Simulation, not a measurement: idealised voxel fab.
The name of this process module is voxel trench capacitor.
It is cross-section cut that appears here, measuring 295 nm in width, its square cells being 5 nm in size.
A cross-section is written here as square cells arranged in a grid, and it is given in bands from the top down, each band taking up one or more rows of cells.
Top height, bottom height, nm. Materials left to right, width each, nm. Single material + "throughout" = fills band edge to edge. "empty" = empty.
Note: height 0 marks the level under which the wafer is uniformly one material as received. Lowest band unbounded below, written "top 0, no bottom".
Top row gets the first number, bottom row gets the second, and each row in between changes by the same step: that is how a band width like "30->40" works.
Reading "no alterations made" for a step: not a cell of the cross-section changed in it.
What "Enclosed void entries" gives you is every empty space of 8 cells or more that is cut off from the top. Each appears as width x height at distance, with the distance taken from the left edge and width, height and distance all in nm.
On a step's line, text after the settings is the simulator commenting on that step.
overlay nm: mask offset rightward from planned place, masked step; negative means leftward offset.
-- The steps planned for the process are as follows
1. RECEIVE,material Si
2. CONFORMAL_DEP,material SiN,thk nm 10
3. PATTERN,tone open,mask id TRENCH,material resist,width nm 15,pitch nm 35,thk nm 20,overlay nm -15
4. DIRECTIONAL_ETCH,etch materials SiN,depth nm 10
5. DIRECTIONAL_ETCH,etch materials Si,depth nm 25
6. STRIP,etch materials resist
7. CONFORMAL_DEP,material Al2O3,thk nm 5
8. FILL_DEP,material polySi,thk nm 5
9. CMP,height nm 10
Every wafer here starts from the same state; it is the step 3 overlay nm that distinguishes them, and the value the plan gives belongs to the first wafer.
-- Sectional view: first of several wafers, as received, after step 1
  top 0, no bottom | Si throughout
  Enclosed void entries: none
-- First wafer of several, cross-section, module end, after step 9 (last)
  top 10, bottom 0 | SiN=90, then Al2O3=5, then polySi=5, then Al2O3=5, then SiN=20, then Al2O3=5, then polySi=5, then Al2O3=5, then SiN=20, then Al2O3=5, then polySi=5, then Al2O3=5, then SiN=120
  top 0, bottom -20 | Si=90, then Al2O3=5, then polySi=5, then Al2O3=5, then Si=20, then Al2O3=5, then polySi=5, then Al2O3=5, then Si=20, then Al2O3=5, then polySi=5, then Al2O3=5, then Si=120
  top -20, bottom -25 | Si=90, then Al2O3=15, then Si=20, then Al2O3=15, then Si=20, then Al2O3=15, then Si=120
  top -25, no bottom | Si throughout
  Enclosed void entries: none
-- Last-wafer cross-section at the end of the module
  top 10, bottom 0 | SiN=120, then Al2O3=5, then polySi=5, then Al2O3=5, then SiN=20, then Al2O3=5, then polySi=5, then Al2O3=5, then SiN=20, then Al2O3=5, then polySi=5, then Al2O3=5, then SiN=90
  top 0, bottom -20 | Si=120, then Al2O3=5, then polySi=5, then Al2O3=5, then Si=20, then Al2O3=5, then polySi=5, then Al2O3=5, then Si=20, then Al2O3=5, then polySi=5, then Al2O3=5, then Si=90
  top -20, bottom -25 | Si=120, then Al2O3=15, then Si=20, then Al2O3=15, then Si=20, then Al2O3=15, then Si=90
  top -25, no bottom | Si throughout
  Enclosed void entries: none
-- Table: wafers, a row each; end-of-module cell change per material since receipt, gain (+), loss (-); then closed voids
overlay nm -15; +45 Al2O3; -45 Si; +100 SiN; +18 polySi; Enclosed void entries: none
overlay nm -10; +45 Al2O3; -45 Si; +100 SiN; +18 polySi; Enclosed void entries: none
overlay nm -5; +45 Al2O3; -45 Si; +100 SiN; +18 polySi; Enclosed void entries: none
overlay nm 0; +45 Al2O3; -45 Si; +100 SiN; +18 polySi; Enclosed void entries: none
overlay nm 5; +45 Al2O3; -45 Si; +100 SiN; +18 polySi; Enclosed void entries: none
overlay nm 10; +45 Al2O3; -45 Si; +100 SiN; +18 polySi; Enclosed void entries: none
overlay nm 15; +45 Al2O3; -45 Si; +100 SiN; +18 polySi; Enclosed void entries: none
